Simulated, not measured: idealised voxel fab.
Process module, titled voxel trench capacitor
Cross-section cut: width 240 nm, square cells of 5 nm.
Cross-section = grid of square cells, listed top down in bands; band = one or more rows.
Band: top height; bottom height; in nm. Then, left to right: material with width in nm, for each material. "everywhere": a single material spanning edge to edge. "air": empty space.
All heights in this document are referenced to 0, defined as the level beneath which the wafer, as received, consists entirely of one material. The lowest band is not bounded below; it extends indefinitely downward and is written in the form "0 and below".
Note: "30 to 40" means the width goes from the first number (top row of the band) to the second number (bottom row) in equal steps per row of cells.
When a step is marked "remained unchanged", none of the cells in the cross-section changed during that step.
"Closed void register" contains a list of empty spaces, each no smaller than 8 cells and without an open way to the top, written in the form width x height at distance with the distance from the left edge and all three in nm.
Read whatever lies past the settings on a step's line as the simulator's own remark about the step.
When a step includes a mask, the "overlay nm" setting on its line states how far to the right of its planned place that mask lay, and negative values state how far to the left.
SO HERE'S THE LINEUP OF PROCESS STEPS WE PLANNED
1) op RECEIVE | material Si
2) op CONFORMAL_DEP | material SiN | thk nm 5
3) op PATTERN | tone open | mask id TRENCH | material resist | width nm 25 | pitch nm 40 | thk nm 15 | overlay nm 0
4) op DIRECTIONAL_ETCH | etch materials SiN | depth nm 5
5) op DIRECTIONAL_ETCH | etch materials Si | depth nm 40
6) op STRIP | etch materials resist
7) op CONFORMAL_DEP | material Al2O3 | thk nm 5
8) op CONFORMAL_DEP | material TiN | thk nm 5
9) op FILL_DEP | material W | thk nm 5
10) op CMP | height nm 5
The wafers are alike at the start. At step 8, their thk nm differs. The plan lists the first wafer's value.
CROSS-SECTION: THE FIRST OF SEVERAL WAFERS IN ITS AS-RECEIVED STATE, I.E. FOLLOWING STEP 1
0 and below = Si everywhere
Closed void register: none
BELOW IS A PER-WAFER TABLE. IN IT, EACH ROW DESCRIBES THE WAFER AT THE END OF THE MODULE BY GIVING, FOR EACH MATERIAL, THE NUMBER OF CELLS GAINED (+) OR LOST (-) SINCE THE WAFER WAS RECEIVED, AND AFTER THAT THE CLOSED VOIDS OF THE WAFER
thk nm 5; +84 Al2O3; -160 Si; +28 SiN; +68 TiN; +28 W; Closed void register: none
thk nm 10; +84 Al2O3; -160 Si; +28 SiN; +96 TiN; Closed void register: none
thk nm 15; +84 Al2O3; -160 Si; +28 SiN; +96 TiN; Closed void register: none
thk nm 20; +84 Al2O3; -160 Si; +28 SiN; +96 TiN; Closed void register: none
